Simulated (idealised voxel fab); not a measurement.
Presented below is a process module, voxel wiring stack.
Cross-section cut spans 205 nm and uses square cells 5 nm in size.
The cross-sections in this document take the form of a grid made of square cells. They are written out as bands, in order from top to bottom. Each band consists of one or more rows of cells.
The entry gives the band's vertical extent as a top height and a bottom height in nm, then its horizontal make-up as materials from left to right, each with a width in nm. "blank" stands for empty space; a single material marked "throughout" fills the band edge to edge.
Basically, 0 is our baseline, since under it the wafer straight out of the box is all one material. The bottom band has no lower end and keeps on going down, so it looks like "0..down".
With a width like "30..40", each row of cells in the band differs from the next by the same amount, the top row carrying the first number and the bottom row the second.
What does "same as before" mean for a step? It means no cell of the cross-section changed in that step.
In "Enclosed void catalog" the enclosed voids are listed, meaning empty spaces of 8 cells or larger without any opening to the top. The form is width x height at distance, distance from the left edge, units nm.
after a step's settings: what the simulator itself notes on the step
overlay nm: how far to the right of its planned place the mask lay on this masked step (negative: to the left).
**So here's the lineup of process steps we planned**
| 1 | RECEIVE with material Si |
| 2 | CONFORMAL_DEP with material SiO2, thk nm 10 |
| 3 | DIRECTIONAL_DEP with material TiN, thk nm 5 |
| 4 | DIRECTIONAL_DEP with material Ru, thk nm 15 |
| 5 | DIRECTIONAL_DEP with material aC, thk nm 15 |
| 6 | PATTERN with tone cover, mask id METAL_1, material resist, width nm 30, pitch nm 60, thk nm 35, overlay nm 0 |
| 7 | DIRECTIONAL_ETCH with etch materials aC, depth nm 15 |
| 8 | STRIP with etch materials resist |
| 9 | DIRECTIONAL_ETCH with etch materials Ru, depth nm 15 |
| 10 | DIRECTIONAL_ETCH with etch materials TiN, depth nm 5 |
| 11 | STRIP with etch materials aC |
| 12 | FILL_DEP with material lowk, thk nm 5 |
| 13 | CMP with height nm 30 |
| 14 | CONFORMAL_DEP with material SiCN, thk nm 5 |
| 15 | DIRECTIONAL_DEP with material lowk, thk nm 25 |
| 16 | PATTERN with tone open, mask id METAL_2, material resist, width nm 30, pitch nm 60, thk nm 20, overlay nm 0 |
| 17 | DIRECTIONAL_ETCH with etch materials lowk, depth nm 15 |
| 18 | STRIP with etch materials resist |
| 19 | PATTERN with tone open, mask id METAL_2_HOLES, material resist, width nm 15, pitch nm 60, thk nm 20, overlay nm 0 |
| 20 | DIRECTIONAL_ETCH with etch materials lowk, depth nm 10 |
| 21 | DIRECTIONAL_ETCH with etch materials SiCN, depth nm 5 |
| 22 | STRIP with etch materials resist |
| 23 | CONFORMAL_DEP with material TiN, thk nm 5 |
| 24 | FILL_DEP with material Ru, thk nm 5 |
| 25 | CMP with height nm 60 |
| 26 | CONFORMAL_DEP with material SiCN, thk nm 5 |
| 27 | DIRECTIONAL_DEP with material SiO2, thk nm 10 |
| 28 | PATTERN with tone open, mask id PLUG_2, material resist, width nm 15, pitch nm 60, thk nm 20, overlay nm 0 |
| 29 | DIRECTIONAL_ETCH with etch materials SiO2, depth nm 10 |
| 30 | DIRECTIONAL_ETCH with etch materials SiCN, depth nm 5 |
| 31 | STRIP with etch materials resist |
| 32 | CONFORMAL_DEP with material TiN, thk nm 5 |
| 33 | FILL_DEP with material W, thk nm 5 |
| 34 | CMP with height nm 75 |
| 35 | CONFORMAL_DEP with material SiN, thk nm 5 |
| 36 | DIRECTIONAL_DEP with material lowk, thk nm 20 |
| 37 | DIRECTIONAL_DEP with material aC, thk nm 15 |
| 38 | PATTERN with tone open, mask id METAL_3, material resist, width nm 30, pitch nm 60, thk nm 30, overlay nm 0 |
| 39 | DIRECTIONAL_ETCH with etch materials aC, depth nm 15 |
| 40 | STRIP with etch materials resist |
| 41 | DIRECTIONAL_ETCH with etch materials lowk, depth nm 20 |
| 42 | DIRECTIONAL_ETCH with etch materials SiN, depth nm 5 |
| 43 | STRIP with etch materials aC |
| 44 | CONFORMAL_DEP with material TiN, thk nm 5 |
| 45 | FILL_DEP with material Ru, thk nm 5 |
| 46 | CMP with height nm 100 |
| 47 | CONFORMAL_DEP with material SiN, thk nm 5 |
**First wafer of two (run as planned)**
**Cross-sectional view of the wafer in its as-received condition, corresponding to the state after step 1**
0..down  Si throughout
Enclosed void catalog: none
**Cross-sectional representation of the wafer at the conclusion of step 2**
10..0  SiO2 throughout
Everything under 0 stays put, no change at all.
**Cross-sectional representation of the wafer at the conclusion of step 3**
15..10  TiN throughout
Everything under 10 stays put, no change at all.
**Cross-sectional representation of the wafer at the conclusion of step 4**
30..15  Ru throughout
Everything under 15 stays put, no change at all.
**Cross-sectional representation of the wafer at the conclusion of step 5**
45..30  aC throughout
Everything under 30 stays put, no change at all.
**Cross-sectional representation of the wafer at the conclusion of step 6**
80..45  blank 55 nm; resist 30 nm; blank 30 nm; resist 30 nm; blank 60 nm
Everything under 45 stays put, no change at all.
**Cross-sectional representation of the wafer at the conclusion of step 7**
65..45  blank 55 nm; resist 30 nm; blank 30 nm; resist 30 nm; blank 60 nm
45..30  blank 55 nm; aC 30 nm; blank 30 nm; aC 30 nm; blank 60 nm
Everything under 30 stays put, no change at all.
**Cross-sectional representation of the wafer at the conclusion of step 8**
45..30  blank 55 nm; aC 30 nm; blank 30 nm; aC 30 nm; blank 60 nm
Everything under 30 stays put, no change at all.
**Cross-sectional representation of the wafer at the conclusion of step 9**
45..30  blank 55 nm; aC 30 nm; blank 30 nm; aC 30 nm; blank 60 nm
30..15  blank 55 nm; Ru 30 nm; blank 30 nm; Ru 30 nm; blank 60 nm
Everything under 15 stays put, no change at all.
**Cross-sectional representation of the wafer at the conclusion of step 10**
45..30  blank 55 nm; aC 30 nm; blank 30 nm; aC 30 nm; blank 60 nm
30..15  blank 55 nm; Ru 30 nm; blank 30 nm; Ru 30 nm; blank 60 nm
15..10  blank 55 nm; TiN 30 nm; blank 30 nm; TiN 30 nm; blank 60 nm
Everything under 10 stays put, no change at all.
**Cross-sectional representation of the wafer at the conclusion of step 11**
30..15  blank 55 nm; Ru 30 nm; blank 30 nm; Ru 30 nm; blank 60 nm
Everything under 15 stays put, no change at all.
**Cross-sectional representation of the wafer at the conclusion of step 12**
35..30  lowk throughout
30..15  lowk 55 nm; Ru 30 nm; lowk 30 nm; Ru 30 nm; lowk 60 nm
15..10  lowk 55 nm; TiN 30 nm; lowk 30 nm; TiN 30 nm; lowk 60 nm
Everything under 10 stays put, no change at all.
**Cross-sectional representation of the wafer at the conclusion of step 13**
30..15  lowk 55 nm; Ru 30 nm; lowk 30 nm; Ru 30 nm; lowk 60 nm
Everything under 15 stays put, no change at all.
**Cross-sectional representation of the wafer at the conclusion of step 14**
35..30  SiCN throughout
Everything under 30 stays put, no change at all.
**Cross-sectional representation of the wafer at the conclusion of step 15**
60..35  lowk throughout
Everything under 35 stays put, no change at all.
**Cross-sectional representation of the wafer at the conclusion of step 16**
80..60  resist 55 nm; blank 30 nm; resist 30 nm; blank 30 nm; resist 60 nm
Everything under 60 stays put, no change at all.
**Cross-sectional representation of the wafer at the conclusion of step 17**
80..60  resist 55 nm; blank 30 nm; resist 30 nm; blank 30 nm; resist 60 nm
60..45  lowk 55 nm; blank 30 nm; lowk 30 nm; blank 30 nm; lowk 60 nm
Everything under 45 stays put, no change at all.
**Cross-sectional representation of the wafer at the conclusion of step 18**
60..45  lowk 55 nm; blank 30 nm; lowk 30 nm; blank 30 nm; lowk 60 nm
Everything under 45 stays put, no change at all.
**Cross-sectional representation of the wafer at the conclusion of step 19**
80..60  resist 55 nm; blank 15 nm; resist 45 nm; blank 15 nm; resist 75 nm
60..45  lowk 55 nm; blank 15 nm; resist 15 nm; lowk 30 nm; blank 15 nm; resist 15 nm; lowk 60 nm
Everything under 45 stays put, no change at all.
**Cross-sectional representation of the wafer at the conclusion of step 20**
80..60  resist 55 nm; blank 15 nm; resist 45 nm; blank 15 nm; resist 75 nm
60..45  lowk 55 nm; blank 15 nm; resist 15 nm; lowk 30 nm; blank 15 nm; resist 15 nm; lowk 60 nm
45..35  lowk 55 nm; blank 15 nm; lowk 45 nm; blank 15 nm; lowk 75 nm
Everything under 35 stays put, no change at all.
**Cross-sectional representation of the wafer at the conclusion of step 21**
80..60  resist 55 nm; blank 15 nm; resist 45 nm; blank 15 nm; resist 75 nm
60..45  lowk 55 nm; blank 15 nm; resist 15 nm; lowk 30 nm; blank 15 nm; resist 15 nm; lowk 60 nm
45..35  lowk 55 nm; blank 15 nm; lowk 45 nm; blank 15 nm; lowk 75 nm
35..30  SiCN 55 nm; blank 15 nm; SiCN 45 nm; blank 15 nm; SiCN 75 nm
Everything under 30 stays put, no change at all.
**Cross-sectional representation of the wafer at the conclusion of step 22**
60..45  lowk 55 nm; blank 30 nm; lowk 30 nm; blank 30 nm; lowk 60 nm
Everything under 45 stays put, no change at all.
**Cross-sectional representation of the wafer at the conclusion of step 23**
65..60  TiN 60 nm; blank 20 nm; TiN 40 nm; blank 20 nm; TiN 65 nm
60..50  lowk 55 nm; TiN 5 nm; blank 20 nm; TiN 5 nm; lowk 30 nm; TiN 5 nm; blank 20 nm; TiN 5 nm; lowk 60 nm
50..45  lowk 55 nm; TiN 5 nm; blank 5 nm; TiN 20 nm; lowk 30 nm; TiN 5 nm; blank 5 nm; TiN 20 nm; lowk 60 nm
45..35  lowk 55 nm; TiN 5 nm; blank 5 nm; TiN 5 nm; lowk 45 nm; TiN 5 nm; blank 5 nm; TiN 5 nm; lowk 75 nm
35..30  SiCN 55 nm; TiN 15 nm; SiCN 45 nm; TiN 15 nm; SiCN 75 nm
Everything under 30 stays put, no change at all.
**Cross-sectional representation of the wafer at the conclusion of step 24**
70..65  Ru throughout
65..60  TiN 60 nm; Ru 20 nm; TiN 40 nm; Ru 20 nm; TiN 65 nm
60..50  lowk 55 nm; TiN 5 nm; Ru 20 nm; TiN 5 nm; lowk 30 nm; TiN 5 nm; Ru 20 nm; TiN 5 nm; lowk 60 nm
50..45  lowk 55 nm; TiN 5 nm; Ru 5 nm; TiN 20 nm; lowk 30 nm; TiN 5 nm; Ru 5 nm; TiN 20 nm; lowk 60 nm
45..35  lowk 55 nm; TiN 5 nm; Ru 5 nm; TiN 5 nm; lowk 45 nm; TiN 5 nm; Ru 5 nm; TiN 5 nm; lowk 75 nm
Everything under 35 stays put, no change at all.
**Cross-sectional representation of the wafer at the conclusion of step 25**
60..50  lowk 55 nm; TiN 5 nm; Ru 20 nm; TiN 5 nm; lowk 30 nm; TiN 5 nm; Ru 20 nm; TiN 5 nm; lowk 60 nm
Everything under 50 stays put, no change at all.
**Cross-sectional representation of the wafer at the conclusion of step 26**
65..60  SiCN throughout
Everything under 60 stays put, no change at all.
**Cross-sectional representation of the wafer at the conclusion of step 27**
75..65  SiO2 throughout
Everything under 65 stays put, no change at all.
**Cross-sectional representation of the wafer at the conclusion of step 28**
95..75  resist 55 nm; blank 15 nm; resist 45 nm; blank 15 nm; resist 75 nm
Everything under 75 stays put, no change at all.
**Cross-sectional representation of the wafer at the conclusion of step 29**
95..75  resist 55 nm; blank 15 nm; resist 45 nm; blank 15 nm; resist 75 nm
75..65  SiO2 55 nm; blank 15 nm; SiO2 45 nm; blank 15 nm; SiO2 75 nm
Everything under 65 stays put, no change at all.
**Cross-sectional representation of the wafer at the conclusion of step 30**
95..75  resist 55 nm; blank 15 nm; resist 45 nm; blank 15 nm; resist 75 nm
75..65  SiO2 55 nm; blank 15 nm; SiO2 45 nm; blank 15 nm; SiO2 75 nm
65..60  SiCN 55 nm; blank 15 nm; SiCN 45 nm; blank 15 nm; SiCN 75 nm
Everything under 60 stays put, no change at all.
**Cross-sectional representation of the wafer at the conclusion of step 31**
75..65  SiO2 55 nm; blank 15 nm; SiO2 45 nm; blank 15 nm; SiO2 75 nm
Everything under 65 stays put, no change at all.
**Cross-sectional representation of the wafer at the conclusion of step 32**
80..75  TiN 60 nm; blank 5 nm; TiN 55 nm; blank 5 nm; TiN 80 nm
75..65  SiO2 55 nm; TiN 5 nm; blank 5 nm; TiN 5 nm; SiO2 45 nm; TiN 5 nm; blank 5 nm; TiN 5 nm; SiO2 75 nm
65..60  SiCN 55 nm; TiN 15 nm; SiCN 45 nm; TiN 15 nm; SiCN 75 nm
Everything under 60 stays put, no change at all.
**Cross-sectional representation of the wafer at the conclusion of step 33**
85..80  W throughout
80..75  TiN 60 nm; W 5 nm; TiN 55 nm; W 5 nm; TiN 80 nm
75..65  SiO2 55 nm; TiN 5 nm; W 5 nm; TiN 5 nm; SiO2 45 nm; TiN 5 nm; W 5 nm; TiN 5 nm; SiO2 75 nm
Everything under 65 stays put, no change at all.
**Cross-sectional representation of the wafer at the conclusion of step 34**
75..65  SiO2 55 nm; TiN 5 nm; W 5 nm; TiN 5 nm; SiO2 45 nm; TiN 5 nm; W 5 nm; TiN 5 nm; SiO2 75 nm
Everything under 65 stays put, no change at all.
**Cross-sectional representation of the wafer at the conclusion of step 35**
80..75  SiN throughout
Everything under 75 stays put, no change at all.
**Cross-sectional representation of the wafer at the conclusion of step 36**
100..80  lowk throughout
Everything under 80 stays put, no change at all.
**Cross-sectional representation of the wafer at the conclusion of step 37**
115..100  aC throughout
Everything under 100 stays put, no change at all.
**Cross-sectional representation of the wafer at the conclusion of step 38**
145..115  resist 55 nm; blank 30 nm; resist 30 nm; blank 30 nm; resist 60 nm
Everything under 115 stays put, no change at all.
**Cross-sectional representation of the wafer at the conclusion of step 39**
130..115  resist 55 nm; blank 30 nm; resist 30 nm; blank 30 nm; resist 60 nm
115..100  aC 55 nm; blank 30 nm; aC 30 nm; blank 30 nm; aC 60 nm
Everything under 100 stays put, no change at all.
**Cross-sectional representation of the wafer at the conclusion of step 40**
115..100  aC 55 nm; blank 30 nm; aC 30 nm; blank 30 nm; aC 60 nm
Everything under 100 stays put, no change at all.
**Cross-sectional representation of the wafer at the conclusion of step 41**
115..100  aC 55 nm; blank 30 nm; aC 30 nm; blank 30 nm; aC 60 nm
100..80  lowk 55 nm; blank 30 nm; lowk 30 nm; blank 30 nm; lowk 60 nm
Everything under 80 stays put, no change at all.
**Cross-sectional representation of the wafer at the conclusion of step 42**
115..100  aC 55 nm; blank 30 nm; aC 30 nm; blank 30 nm; aC 60 nm
100..80  lowk 55 nm; blank 30 nm; lowk 30 nm; blank 30 nm; lowk 60 nm
80..75  SiN 55 nm; blank 30 nm; SiN 30 nm; blank 30 nm; SiN 60 nm
Everything under 75 stays put, no change at all.
**Cross-sectional representation of the wafer at the conclusion of step 43**
100..80  lowk 55 nm; blank 30 nm; lowk 30 nm; blank 30 nm; lowk 60 nm
Everything under 80 stays put, no change at all.
**Cross-sectional representation of the wafer at the conclusion of step 44**
105..100  TiN 60 nm; blank 20 nm; TiN 40 nm; blank 20 nm; TiN 65 nm
100..80  lowk 55 nm; TiN 5 nm; blank 20 nm; TiN 5 nm; lowk 30 nm; TiN 5 nm; blank 20 nm; TiN 5 nm; lowk 60 nm
80..75  SiN 55 nm; TiN 30 nm; SiN 30 nm; TiN 30 nm; SiN 60 nm
Everything under 75 stays put, no change at all.
**Cross-sectional representation of the wafer at the conclusion of step 45**
110..105  Ru throughout
105..100  TiN 60 nm; Ru 20 nm; TiN 40 nm; Ru 20 nm; TiN 65 nm
100..80  lowk 55 nm; TiN 5 nm; Ru 20 nm; TiN 5 nm; lowk 30 nm; TiN 5 nm; Ru 20 nm; TiN 5 nm; lowk 60 nm
Everything under 80 stays put, no change at all.
**Cross-sectional representation of the wafer at the conclusion of step 46**
100..80  lowk 55 nm; TiN 5 nm; Ru 20 nm; TiN 5 nm; lowk 30 nm; TiN 5 nm; Ru 20 nm; TiN 5 nm; lowk 60 nm
Everything under 80 stays put, no change at all.
**Cross-sectional representation of the wafer at the conclusion of step 47**
105..100  SiN throughout
Everything under 100 stays put, no change at all.
**It is to be noted that the second wafer proceeded from the same initial state and according to the same plan as the first, although one mistake was committed in its execution; through step 5, inclusive, the two wafers share an identical history**
**Second wafer, section view, time point: scheduled end of step 6**
80..45  resist 55 nm; blank 30 nm; resist 30 nm; blank 30 nm; resist 60 nm
Everything under 45 stays put, no change at all.
**Second wafer, section view, time point: scheduled end of step 7**
65..45  resist 55 nm; blank 30 nm; resist 30 nm; blank 30 nm; resist 60 nm
45..30  aC 55 nm; blank 30 nm; aC 30 nm; blank 30 nm; aC 60 nm
Everything under 30 stays put, no change at all.
**Second wafer, section view, time point: scheduled end of step 8**
45..30  aC 55 nm; blank 30 nm; aC 30 nm; blank 30 nm; aC 60 nm
Everything under 30 stays put, no change at all.
**Second wafer, section view, time point: scheduled end of step 9**
45..30  aC 55 nm; blank 30 nm; aC 30 nm; blank 30 nm; aC 60 nm
30..15  Ru 55 nm; blank 30 nm; Ru 30 nm; blank 30 nm; Ru 60 nm
Everything under 15 stays put, no change at all.
**Second wafer, section view, time point: scheduled end of step 10**
45..30  aC 55 nm; blank 30 nm; aC 30 nm; blank 30 nm; aC 60 nm
30..15  Ru 55 nm; blank 30 nm; Ru 30 nm; blank 30 nm; Ru 60 nm
15..10  TiN 55 nm; blank 30 nm; TiN 30 nm; blank 30 nm; TiN 60 nm
Everything under 10 stays put, no change at all.
**Second wafer, section view, time point: scheduled end of step 11**
30..15  Ru 55 nm; blank 30 nm; Ru 30 nm; blank 30 nm; Ru 60 nm
Everything under 15 stays put, no change at all.
**Second wafer, section view, time point: scheduled end of step 12**
35..30  lowk throughout
30..15  Ru 55 nm; lowk 30 nm; Ru 30 nm; lowk 30 nm; Ru 60 nm
15..10  TiN 55 nm; lowk 30 nm; TiN 30 nm; lowk 30 nm; TiN 60 nm
Everything under 10 stays put, no change at all.
**Second wafer, section view, time point: scheduled end of step 13**
30..15  Ru 55 nm; lowk 30 nm; Ru 30 nm; lowk 30 nm; Ru 60 nm
Everything under 15 stays put, no change at all.
**Second wafer, section view, time point: scheduled end of step 14**
35..30  SiCN throughout
Everything under 30 stays put, no change at all.
**Second wafer, section view, time point: scheduled end of step 15**
60..35  lowk throughout
Everything under 35 stays put, no change at all.
**Second wafer, section view, time point: scheduled end of step 16**
80..60  resist 55 nm; blank 30 nm; resist 30 nm; blank 30 nm; resist 60 nm
Everything under 60 stays put, no change at all.
**Second wafer, section view, time point: scheduled end of step 17**
80..60  resist 55 nm; blank 30 nm; resist 30 nm; blank 30 nm; resist 60 nm
60..45  lowk 55 nm; blank 30 nm; lowk 30 nm; blank 30 nm; lowk 60 nm
Everything under 45 stays put, no change at all.
**Second wafer, section view, time point: scheduled end of step 18**
60..45  lowk 55 nm; blank 30 nm; lowk 30 nm; blank 30 nm; lowk 60 nm
Everything under 45 stays put, no change at all.
**Second wafer, section view, time point: scheduled end of step 19**
80..60  resist 55 nm; blank 15 nm; resist 45 nm; blank 15 nm; resist 75 nm
60..45  lowk 55 nm; blank 15 nm; resist 15 nm; lowk 30 nm; blank 15 nm; resist 15 nm; lowk 60 nm
Everything under 45 stays put, no change at all.
**Second wafer, section view, time point: scheduled end of step 20**
80..60  resist 55 nm; blank 15 nm; resist 45 nm; blank 15 nm; resist 75 nm
60..45  lowk 55 nm; blank 15 nm; resist 15 nm; lowk 30 nm; blank 15 nm; resist 15 nm; lowk 60 nm
45..35  lowk 55 nm; blank 15 nm; lowk 45 nm; blank 15 nm; lowk 75 nm
Everything under 35 stays put, no change at all.
**Second wafer, section view, time point: scheduled end of step 21**
80..60  resist 55 nm; blank 15 nm; resist 45 nm; blank 15 nm; resist 75 nm
60..45  lowk 55 nm; blank 15 nm; resist 15 nm; lowk 30 nm; blank 15 nm; resist 15 nm; lowk 60 nm
45..35  lowk 55 nm; blank 15 nm; lowk 45 nm; blank 15 nm; lowk 75 nm
35..30  SiCN 55 nm; blank 15 nm; SiCN 45 nm; blank 15 nm; SiCN 75 nm
Everything under 30 stays put, no change at all.
**Second wafer, section view, time point: scheduled end of step 22**
60..45  lowk 55 nm; blank 30 nm; lowk 30 nm; blank 30 nm; lowk 60 nm
Everything under 45 stays put, no change at all.
**Second wafer, section view, time point: scheduled end of step 23**
65..60  TiN 60 nm; blank 20 nm; TiN 40 nm; blank 20 nm; TiN 65 nm
60..50  lowk 55 nm; TiN 5 nm; blank 20 nm; TiN 5 nm; lowk 30 nm; TiN 5 nm; blank 20 nm; TiN 5 nm; lowk 60 nm
50..45  lowk 55 nm; TiN 5 nm; blank 5 nm; TiN 20 nm; lowk 30 nm; TiN 5 nm; blank 5 nm; TiN 20 nm; lowk 60 nm
45..35  lowk 55 nm; TiN 5 nm; blank 5 nm; TiN 5 nm; lowk 45 nm; TiN 5 nm; blank 5 nm; TiN 5 nm; lowk 75 nm
35..30  SiCN 55 nm; TiN 15 nm; SiCN 45 nm; TiN 15 nm; SiCN 75 nm
Everything under 30 stays put, no change at all.
**Second wafer, section view, time point: scheduled end of step 24**
70..65  Ru throughout
65..60  TiN 60 nm; Ru 20 nm; TiN 40 nm; Ru 20 nm; TiN 65 nm
60..50  lowk 55 nm; TiN 5 nm; Ru 20 nm; TiN 5 nm; lowk 30 nm; TiN 5 nm; Ru 20 nm; TiN 5 nm; lowk 60 nm
50..45  lowk 55 nm; TiN 5 nm; Ru 5 nm; TiN 20 nm; lowk 30 nm; TiN 5 nm; Ru 5 nm; TiN 20 nm; lowk 60 nm
45..35  lowk 55 nm; TiN 5 nm; Ru 5 nm; TiN 5 nm; lowk 45 nm; TiN 5 nm; Ru 5 nm; TiN 5 nm; lowk 75 nm
Everything under 35 stays put, no change at all.
**Second wafer, section view, time point: scheduled end of step 25**
60..50  lowk 55 nm; TiN 5 nm; Ru 20 nm; TiN 5 nm; lowk 30 nm; TiN 5 nm; Ru 20 nm; TiN 5 nm; lowk 60 nm
Everything under 50 stays put, no change at all.
**Second wafer, section view, time point: scheduled end of step 26**
65..60  SiCN throughout
Everything under 60 stays put, no change at all.
**Second wafer, section view, time point: scheduled end of step 27**
75..65  SiO2 throughout
Everything under 65 stays put, no change at all.
**Second wafer, section view, time point: scheduled end of step 28**
95..75  resist 55 nm; blank 15 nm; resist 45 nm; blank 15 nm; resist 75 nm
Everything under 75 stays put, no change at all.
**Second wafer, section view, time point: scheduled end of step 29**
95..75  resist 55 nm; blank 15 nm; resist 45 nm; blank 15 nm; resist 75 nm
75..65  SiO2 55 nm; blank 15 nm; SiO2 45 nm; blank 15 nm; SiO2 75 nm
Everything under 65 stays put, no change at all.
**Second wafer, section view, time point: scheduled end of step 30**
95..75  resist 55 nm; blank 15 nm; resist 45 nm; blank 15 nm; resist 75 nm
75..65  SiO2 55 nm; blank 15 nm; SiO2 45 nm; blank 15 nm; SiO2 75 nm
65..60  SiCN 55 nm; blank 15 nm; SiCN 45 nm; blank 15 nm; SiCN 75 nm
Everything under 60 stays put, no change at all.
**Second wafer, section view, time point: scheduled end of step 31**
75..65  SiO2 55 nm; blank 15 nm; SiO2 45 nm; blank 15 nm; SiO2 75 nm
Everything under 65 stays put, no change at all.
**Second wafer, section view, time point: scheduled end of step 32**
80..75  TiN 60 nm; blank 5 nm; TiN 55 nm; blank 5 nm; TiN 80 nm
75..65  SiO2 55 nm; TiN 5 nm; blank 5 nm; TiN 5 nm; SiO2 45 nm; TiN 5 nm; blank 5 nm; TiN 5 nm; SiO2 75 nm
65..60  SiCN 55 nm; TiN 15 nm; SiCN 45 nm; TiN 15 nm; SiCN 75 nm
Everything under 60 stays put, no change at all.
**Second wafer, section view, time point: scheduled end of step 33**
85..80  W throughout
80..75  TiN 60 nm; W 5 nm; TiN 55 nm; W 5 nm; TiN 80 nm
75..65  SiO2 55 nm; TiN 5 nm; W 5 nm; TiN 5 nm; SiO2 45 nm; TiN 5 nm; W 5 nm; TiN 5 nm; SiO2 75 nm
Everything under 65 stays put, no change at all.
**Second wafer, section view, time point: scheduled end of step 34**
75..65  SiO2 55 nm; TiN 5 nm; W 5 nm; TiN 5 nm; SiO2 45 nm; TiN 5 nm; W 5 nm; TiN 5 nm; SiO2 75 nm
Everything under 65 stays put, no change at all.
**Second wafer, section view, time point: scheduled end of step 35**
80..75  SiN throughout
Everything under 75 stays put, no change at all.
**Second wafer, section view, time point: scheduled end of step 36**
100..80  lowk throughout
Everything under 80 stays put, no change at all.
**Second wafer, section view, time point: scheduled end of step 37**
115..100  aC throughout
Everything under 100 stays put, no change at all.
**Second wafer, section view, time point: scheduled end of step 38**
145..115  resist 55 nm; blank 30 nm; resist 30 nm; blank 30 nm; resist 60 nm
Everything under 115 stays put, no change at all.
**Second wafer, section view, time point: scheduled end of step 39**
130..115  resist 55 nm; blank 30 nm; resist 30 nm; blank 30 nm; resist 60 nm
115..100  aC 55 nm; blank 30 nm; aC 30 nm; blank 30 nm; aC 60 nm
Everything under 100 stays put, no change at all.
**Second wafer, section view, time point: scheduled end of step 40**
115..100  aC 55 nm; blank 30 nm; aC 30 nm; blank 30 nm; aC 60 nm
Everything under 100 stays put, no change at all.
**Second wafer, section view, time point: scheduled end of step 41**
115..100  aC 55 nm; blank 30 nm; aC 30 nm; blank 30 nm; aC 60 nm
100..80  lowk 55 nm; blank 30 nm; lowk 30 nm; blank 30 nm; lowk 60 nm
Everything under 80 stays put, no change at all.
**Second wafer, section view, time point: scheduled end of step 42**
115..100  aC 55 nm; blank 30 nm; aC 30 nm; blank 30 nm; aC 60 nm
100..80  lowk 55 nm; blank 30 nm; lowk 30 nm; blank 30 nm; lowk 60 nm
80..75  SiN 55 nm; blank 30 nm; SiN 30 nm; blank 30 nm; SiN 60 nm
Everything under 75 stays put, no change at all.
**Second wafer, section view, time point: scheduled end of step 43**
100..80  lowk 55 nm; blank 30 nm; lowk 30 nm; blank 30 nm; lowk 60 nm
Everything under 80 stays put, no change at all.
**Second wafer, section view, time point: scheduled end of step 44**
105..100  TiN 60 nm; blank 20 nm; TiN 40 nm; blank 20 nm; TiN 65 nm
100..80  lowk 55 nm; TiN 5 nm; blank 20 nm; TiN 5 nm; lowk 30 nm; TiN 5 nm; blank 20 nm; TiN 5 nm; lowk 60 nm
80..75  SiN 55 nm; TiN 30 nm; SiN 30 nm; TiN 30 nm; SiN 60 nm
Everything under 75 stays put, no change at all.
**Second wafer, section view, time point: scheduled end of step 45**
110..105  Ru throughout
105..100  TiN 60 nm; Ru 20 nm; TiN 40 nm; Ru 20 nm; TiN 65 nm
100..80  lowk 55 nm; TiN 5 nm; Ru 20 nm; TiN 5 nm; lowk 30 nm; TiN 5 nm; Ru 20 nm; TiN 5 nm; lowk 60 nm
Everything under 80 stays put, no change at all.
**Second wafer, section view, time point: scheduled end of step 46**
100..80  lowk 55 nm; TiN 5 nm; Ru 20 nm; TiN 5 nm; lowk 30 nm; TiN 5 nm; Ru 20 nm; TiN 5 nm; lowk 60 nm
Everything under 80 stays put, no change at all.
**Second wafer, section view, time point: scheduled end of step 47**
105..100  SiN throughout
Everything under 100 stays put, no change at all.
Finding, execution versus plan: step 6 did not use the planned setting and instead ran as PATTERN with tone open, mask id METAL_1, material resist, width nm 30, pitch nm 60, thk nm 35, overlay nm 0
Final tally in cells, some materials are higher or lower on the second wafer than on the first: Ru: 51 more | TiN: 17 more | lowk: 68 fewer
